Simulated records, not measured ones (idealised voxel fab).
process module | voxel gate over fins
Cross-section cut: width 205 nm, square cells of 5 nm.
A cross-section in this document is a grid of square cells, and it is written down as bands, the top band listed before the ones below it; a band is made up of one or more rows of cells. Band entry format. Leading values: height of top, height of bottom, nm. Remainder: materials in left-to-right order, each with its width in nm. Special words: "everywhere" on a single material, which then fills the band edge to edge; "blank", empty space. Height is counted from the level 0, under which the received wafer is composed throughout of one material. The lowest of the bands is not closed at the bottom but continues downward, in the notation "0 -> down". Width "30..40": first value at the band's top row of cells, second value at its bottom row, equal change from row to row. "no change occurred" means the step left every cell of the cross-section as it was. This entry, "Sealed cavities", enumerates those empty regions of no fewer than 8 cells that possess no open connection to the top. Each region is reported in the form width x height at distance, the distance being taken from the left edge, with all three quantities expressed in nm. What comes after the settings on a step's line is commentary from the simulator itself on that step. You can add "overlay nm" to a step's line. For a step with a mask, it describes how far the mask lay to the right of its planned position, and a negative number describes a lay to the left. Each of the pairs that make up the rest of this document says: here is the cross-section before one process step, here is the cross-section after it, drawn only down to the lowest band that changed, and here, under the pair, is the step lying between them with its settings. Different pairs may come from different runs of this module on the same starting wafer, so a pair continues from the pair above it only where its entry headed "Ex-ante state" says so.
-- Ex-ante state
* 30 -> 20  W everywhere
* 20 -> 15  10 of W / 175 of TiN / 20 of W
* 15 -> 10  10 of W / 5 of TiN / 165 of TiAl / 5 of TiN / 20 of W
* 10 -> 5  10 of W / 5 of TiN / 5 of TiAl / 35 of TiN / 5 of TiAl / 35 of TiN / 5 of TiAl / 35 of TiN / 5 of TiAl / 35 of TiN / 5 of TiAl / 5 of TiN / 20 of W
* 5 -> 0  15 of TiN / 5 of TiAl / 5 of TiN / 25 of HfO2 / 5 of TiN / 5 of TiAl / 5 of TiN / 25 of HfO2 / 5 of TiN / 5 of TiAl / 5 of TiN / 25 of HfO2 / 5 of TiN / 5 of TiAl / 5 of TiN / 25 of HfO2 / 5 of TiN / 5 of TiAl / 25 of TiN
* 0 -> -5  20 of TiAl / 5 of TiN / 5 of HfO2 / 15 of Si / 5 of HfO2 / 5 of TiN / 5 of TiAl / 5 of TiN / 5 of HfO2 / 15 of Si / 5 of HfO2 / 5 of TiN / 5 of TiAl / 5 of TiN / 5 of HfO2 / 15 of Si / 5 of HfO2 / 5 of TiN / 5 of TiAl / 5 of TiN / 5 of HfO2 / 15 of Si / 5 of HfO2 / 5 of TiN / 30 of TiAl
* -5 -> -10  25 of TiN / 5 of HfO2 / 15 of Si / 5 of HfO2 / 15 of TiN / 5 of HfO2 / 15 of Si / 5 of HfO2 / 15 of TiN / 5 of HfO2 / 15 of Si / 5 of HfO2 / 15 of TiN / 5 of HfO2 / 15 of Si / 5 of HfO2 / 35 of TiN
* -10 -> -15  30 of HfO2 / 15 of Si / 25 of HfO2 / 15 of Si / 25 of HfO2 / 15 of Si / 25 of HfO2 / 15 of Si / 40 of HfO2
* -15 -> -30  30 of SiO2 / 15 of Si / 25 of SiO2 / 15 of Si / 25 of SiO2 / 15 of Si / 25 of SiO2 / 15 of Si / 40 of SiO2
* -30 -> down  Si everywhere
* Sealed cavities: none
-- Sectional Result
* 25 -> 20  W everywhere
* Beneath the level 20, the cross-section is identical to its previous state.
* Sealed cavities: none
The step that takes the structure from the upper cross-section to the lower one is CMP: height nm 25
Ex-ante state: It is represented by the cross-section appearing after the step of the pair directly above.
-- Sectional Result
* 30 -> 25  SiCN everywhere
* Beneath the level 25, the cross-section is identical to its previous state.
* Sealed cavities: none
The step that takes the structure from the upper cross-section to the lower one is CONFORMAL_DEP: material SiCN, thk nm 5
-- Ex-ante state
* 15 -> 5  20 of blank / 165 of TiN / 20 of blank
* 5 -> 0  20 of blank / 10 of TiN / 25 of HfO2 / 15 of TiN / 25 of HfO2 / 15 of TiN / 25 of HfO2 / 15 of TiN / 25 of HfO2 / 10 of TiN / 20 of blank
* 0 -> -10  30 of TiN / 5 of HfO2 / 15 of Si / 5 of HfO2 / 15 of TiN / 5 of HfO2 / 15 of Si / 5 of HfO2 / 15 of TiN / 5 of HfO2 / 15 of Si / 5 of HfO2 / 15 of TiN / 5 of HfO2 / 15 of Si / 5 of HfO2 / 30 of TiN
* -10 -> -15  35 of HfO2 / 15 of Si / 25 of HfO2 / 15 of Si / 25 of HfO2 / 15 of Si / 25 of HfO2 / 15 of Si / 35 of HfO2
* -15 -> -30  35 of SiO2 / 15 of Si / 25 of SiO2 / 15 of Si / 25 of SiO2 / 15 of Si / 25 of SiO2 / 15 of Si / 35 of SiO2
* -30 -> down  Si everywhere
* Sealed cavities: none
-- Sectional Result
* 20 -> 5  15 of blank / 175 of TiN / 15 of blank
* 5 -> 0  30 of TiN / 25 of HfO2 / 15 of TiN / 25 of HfO2 / 15 of TiN / 25 of HfO2 / 15 of TiN / 25 of HfO2 / 30 of TiN
* Beneath the level 0, the cross-section is identical to its previous state.
* Sealed cavities: none
The step that takes the structure from the upper cross-section to the lower one is CONFORMAL_DEP: material TiN, thk nm 5
Ex-ante state: It is represented by the cross-section appearing after the step of the pair directly above.
-- Sectional Result
* 30 -> 20  W everywhere
* 20 -> 5  15 of W / 175 of TiN / 15 of W
* Beneath the level 5, the cross-section is identical to its previous state.
* Sealed cavities: none
The step that takes the structure from the upper cross-section to the lower one is FILL_DEP: material W, thk nm 10
Ex-ante state: It is represented by the cross-section appearing after the step of the pair directly above.
-- Sectional Result
* 25 -> 20  W everywhere
* Beneath the level 20, the cross-section is identical to its previous state.
* Sealed cavities: none
The step that takes the structure from the upper cross-section to the lower one is CMP: height nm 25
Ex-ante state: It is represented by the cross-section appearing after the step of the pair directly above.
-- Sectional Result
* 30 -> 25  SiCN everywhere
* Beneath the level 25, the cross-section is identical to its previous state.
* Sealed cavities: none
The step that takes the structure from the upper cross-section to the lower one is CONFORMAL_DEP: material SiCN, thk nm 5
-- Ex-ante state
* 20 -> 5  aC everywhere
* 5 -> 0  SiN everywhere
* 0 -> down  Si everywhere
* Sealed cavities: none
-- Sectional Result
* 50 -> 20  35 of resist / 15 of blank / 25 of resist / 15 of blank / 25 of resist / 15 of blank / 25 of resist / 15 of blank / 35 of resist
* Beneath the level 20, the cross-section is identical to its previous state.
* Sealed cavities: none
The step that takes the structure from the upper cross-section to the lower one is PATTERN: tone open, mask id FINS, material resist, width nm 15, pitch nm 40, thk nm 30, overlay nm 0
Ex-ante state: It is represented by the cross-section appearing after the step of the pair directly above.
-- Sectional Result
* 35 -> 20  35 of resist / 15 of blank / 25 of resist / 15 of blank / 25 of resist / 15 of blank / 25 of resist / 15 of blank / 35 of resist
* 20 -> 5  35 of aC / 15 of blank / 25 of aC / 15 of blank / 25 of aC / 15 of blank / 25 of aC / 15 of blank / 35 of aC
* Beneath the level 5, the cross-section is identical to its previous state.
* Sealed cavities: none
The step that takes the structure from the upper cross-section to the lower one is DIRECTIONAL_ETCH: etch materials aC, depth nm 15
Ex-ante state: It is represented by the cross-section appearing after the step of the pair directly above.
-- Sectional Result
* 20 -> 5  35 of aC / 15 of blank / 25 of aC / 15 of blank / 25 of aC / 15 of blank / 25 of aC / 15 of blank / 35 of aC
* Beneath the level 5, the cross-section is identical to its previous state.
* Sealed cavities: none
The step that takes the structure from the upper cross-section to the lower one is STRIP: etch materials resist
Ex-ante state: It is represented by the cross-section appearing after the step of the pair directly above.
-- Sectional Result
* 20 -> 5  35 of aC / 15 of blank / 25 of aC / 15 of blank / 25 of aC / 15 of blank / 25 of aC / 15 of blank / 35 of aC
* 5 -> 0  35 of SiN / 15 of blank / 25 of SiN / 15 of blank / 25 of SiN / 15 of blank / 25 of SiN / 15 of blank / 35 of SiN
* Beneath the level 0, the cross-section is identical to its previous state.
* Sealed cavities: none
The step that takes the structure from the upper cross-section to the lower one is DIRECTIONAL_ETCH: etch materials SiN, depth nm 5
Ex-ante state: It is represented by the cross-section appearing after the step of the pair directly above.
-- Sectional Result
* 20 -> 5  35 of aC / 15 of blank / 25 of aC / 15 of blank / 25 of aC / 15 of blank / 25 of aC / 15 of blank / 35 of aC
* 5 -> 0  35 of SiN / 15 of blank / 25 of SiN / 15 of blank / 25 of SiN / 15 of blank / 25 of SiN / 15 of blank / 35 of SiN
* 0 -> -30  35 of Si / 15 of blank / 25 of Si / 15 of blank / 25 of Si / 15 of blank / 25 of Si / 15 of blank / 35 of Si
* Beneath the level -30, the cross-section is identical to its previous state.
* Sealed cavities: none
The step that takes the structure from the upper cross-section to the lower one is DIRECTIONAL_ETCH: etch materials Si, depth nm 30
Ex-ante state: It is represented by the cross-section appearing after the step of the pair directly above.
-- Sectional Result
* 5 -> 0  35 of SiN / 15 of blank / 25 of SiN / 15 of blank / 25 of SiN / 15 of blank / 25 of SiN / 15 of blank / 35 of SiN
* Beneath the level 0, the cross-section is identical to its previous state.
* Sealed cavities: none
The step that takes the structure from the upper cross-section to the lower one is STRIP: etch materials aC
Ex-ante state: It is represented by the cross-section appearing after the step of the pair directly above.
-- Sectional Result
* 15 -> 5  SiO2 everywhere
* 5 -> 0  35 of SiN / 15 of SiO2 / 25 of SiN / 15 of SiO2 / 25 of SiN / 15 of SiO2 / 25 of SiN / 15 of SiO2 / 35 of SiN
* 0 -> -30  35 of Si / 15 of SiO2 / 25 of Si / 15 of SiO2 / 25 of Si / 15 of SiO2 / 25 of Si / 15 of SiO2 / 35 of Si
* Beneath the level -30, the cross-section is identical to its previous state.
* Sealed cavities: none
The step that takes the structure from the upper cross-section to the lower one is FILL_DEP: material SiO2, thk nm 10
Ex-ante state: It is represented by the cross-section appearing after the step of the pair directly above.
-- Sectional Result
* 5 -> 0  35 of SiN / 15 of SiO2 / 25 of SiN / 15 of SiO2 / 25 of SiN / 15 of SiO2 / 25 of SiN / 15 of SiO2 / 35 of SiN
* Beneath the level 0, the cross-section is identical to its previous state.
* Sealed cavities: none
The step that takes the structure from the upper cross-section to the lower one is CMP: height nm 5
Ex-ante state: It is represented by the cross-section appearing after the step of the pair directly above.
-- Sectional Result
* 5 -> 0  35 of SiN / 15 of blank / 25 of SiN / 15 of blank / 25 of SiN / 15 of blank / 25 of SiN / 15 of blank / 35 of SiN
* 0 -> -15  35 of Si / 15 of blank / 25 of Si / 15 of blank / 25 of Si / 15 of blank / 25 of Si / 15 of blank / 35 of Si
* Beneath the level -15, the cross-section is identical to its previous state.
* Sealed cavities: none
The step that takes the structure from the upper cross-section to the lower one is SELECTIVE_ETCH: etch materials SiO2, depth nm 20
Ex-ante state: It is represented by the cross-section appearing after the step of the pair directly above.
-- Sectional Result
* 0 -> -15  35 of Si / 15 of blank / 25 of Si / 15 of blank / 25 of Si / 15 of blank / 25 of Si / 15 of blank / 35 of Si
* Beneath the level -15, the cross-section is identical to its previous state.
* Sealed cavities: none
The step that takes the structure from the upper cross-section to the lower one is STRIP: etch materials SiN
Ex-ante state: It is represented by the cross-section appearing after the step of the pair directly above.
-- Sectional Result
* 5 -> 0  40 of HfO2 / 5 of blank / 35 of HfO2 / 5 of blank / 35 of HfO2 / 5 of blank / 35 of HfO2 / 5 of blank / 40 of HfO2
* 0 -> -10  35 of Si / 5 of HfO2 / 5 of blank / 5 of HfO2 / 25 of Si / 5 of HfO2 / 5 of blank / 5 of HfO2 / 25 of Si / 5 of HfO2 / 5 of blank / 5 of HfO2 / 25 of Si / 5 of HfO2 / 5 of blank / 5 of HfO2 / 35 of Si
* -10 -> -15  35 of Si / 15 of HfO2 / 25 of Si / 15 of HfO2 / 25 of Si / 15 of HfO2 / 25 of Si / 15 of HfO2 / 35 of Si
* Beneath the level -15, the cross-section is identical to its previous state.
* Sealed cavities: none
The step that takes the structure from the upper cross-section to the lower one is CONFORMAL_DEP: material HfO2, thk nm 5
Ex-ante state: It is represented by the cross-section appearing after the step of the pair directly above.
-- Sectional Result
* 10 -> 5  TiN everywhere
* 5 -> 0  40 of HfO2 / 5 of TiN / 35 of HfO2 / 5 of TiN / 35 of HfO2 / 5 of TiN / 35 of HfO2 / 5 of TiN / 40 of HfO2
* 0 -> -10  35 of Si / 5 of HfO2 / 5 of TiN / 5 of HfO2 / 25 of Si / 5 of HfO2 / 5 of TiN / 5 of HfO2 / 25 of Si / 5 of HfO2 / 5 of TiN / 5 of HfO2 / 25 of Si / 5 of HfO2 / 5 of TiN / 5 of HfO2 / 35 of Si
* Beneath the level -10, the cross-section is identical to its previous state.
* Sealed cavities: none
The step that takes the structure from the upper cross-section to the lower one is CONFORMAL_DEP: material TiN, thk nm 5
Ex-ante state: It is represented by the cross-section appearing after the step of the pair directly above.
-- Sectional Result
* 15 -> 10  TiAl everywhere
* Beneath the level 10, the cross-section is identical to its previous state.
* Sealed cavities: none
The step that takes the structure from the upper cross-section to the lower one is CONFORMAL_DEP: material TiAl, thk nm 5
Ex-ante state: It is represented by the cross-section appearing after the step of the pair directly above.
-- Sectional Result
* 20 -> 15  TiN everywhere
* Beneath the level 15, the cross-section is identical to its previous state.
* Sealed cavities: none
The step that takes the structure from the upper cross-section to the lower one is CONFORMAL_DEP: material TiN, thk nm 5
Ex-ante state: It is represented by the cross-section appearing after the step of the pair directly above.
-- Sectional Result
* 30 -> 20  W everywhere
* Beneath the level 20, the cross-section is identical to its previous state.
* Sealed cavities: none
The step that takes the structure from the upper cross-section to the lower one is FILL_DEP: material W, thk nm 10
Ex-ante state: It is represented by the cross-section appearing after the step of the pair directly above.
-- Sectional Result
* 25 -> 20  W everywhere
* Beneath the level 20, the cross-section is identical to its previous state.
* Sealed cavities: none
The step that takes the structure from the upper cross-section to the lower one is CMP: height nm 25
Ex-ante state: It is represented by the cross-section appearing after the step of the pair directly above.
-- Sectional Result
* 30 -> 25  SiCN everywhere
* Beneath the level 25, the cross-section is identical to its previous state.
* Sealed cavities: none
The step that takes the structure from the upper cross-section to the lower one is CONFORMAL_DEP: material SiCN, thk nm 5
